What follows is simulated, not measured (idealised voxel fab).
The document below concerns the process module designated voxel air gaps.
175 nm wide, 5 nm square cells: that's cross-section cut.
A cross-section is written here as square cells arranged in a grid, and it is given in bands from the top down, each band taking up one or more rows of cells. In this notation a band is specified by the heights of its top and bottom, in that order and in nm, after which its materials appear from left to right, each paired with its width in nm. The word "all across" attached to a single material means that material fills the band from edge to edge; the word "air" stands for empty space. All heights in this document are referenced to 0, defined as the level beneath which the wafer, as received, consists entirely of one material. The lowest band is not bounded below; it extends indefinitely downward and is written in the form "from 0 down". Width "30..40": first value at the band's top row of cells, second value at its bottom row, equal change from row to row. The designation "all unchanged", where it is given for a processing step, indicates that no cell of the cross-section was altered in the course of that step. Sealed void listing: empty space of 8 cells or more with no open way to the top, each as width x height at its distance from the left edge, in nm. Formally, on a step line, whatever follows the settings is a remark that the simulator itself makes on the step. "overlay nm" on a masked step: distance the mask lay right of its planned place, negative for left.

THE FOLLOWING LIST GIVES THE PLANNED PROCESS STEPS
1: RECEIVE | material Si
2: CONFORMAL_DEP | material SiO2 | thk nm 15
3: CONFORMAL_DEP | material SiN | thk nm 5
4: DIRECTIONAL_DEP | material SiO2 | thk nm 30
5: MASKED_ETCH | tone open | mask id LINES | width nm 15 | pitch nm 40 | etch materials SiO2 | depth nm 30 | overlay nm 0
6: CONFORMAL_DEP | material TiN | thk nm 5
7: FILL_DEP | material W | thk nm 10
8: CMP | height nm 50
9: EPI | material Ru | thk nm 10
10: SELECTIVE_ETCH | etch materials SiO2 | depth nm 40
11: CONFORMAL_DEP | material SiN | thk nm 5
Variable across wafers: step 5 width nm (plan value is that of the first wafer; starting state common to all).

THE FIRST OF SEVERAL WAFERS AS RECEIVED, SHOWN IN CROSS-SECTION; THIS IS ITS STATE AFTER STEP 1
    from 0 down  Si all across
    Sealed void listing: none

EACH ROW BELOW IS A WAFER AT THE END OF THE MODULE, LISTING FOR EVERY MATERIAL THE NUMBER OF CELLS IT HAS GAINED (+) OR LOST (-) SINCE IT WAS RECEIVED, FOLLOWED BY ITS CLOSED VOIDS
width nm 15, +56 Ru, +154 SiN, +105 SiO2, +52 TiN, +20 W, Sealed void listing: 15 x 20 at 40; 15 x 20 at 80; 15 x 20 at 120
width nm 20, +64 Ru, +94 SiN, +177 SiO2, +56 TiN, +40 W, Sealed void listing: 10 x 20 at 165
width nm 25, +66 Ru, +94 SiN, +159 SiO2, +60 TiN, +60 W, Sealed void listing: 10 x 20 at 0; 10 x 20 at 165
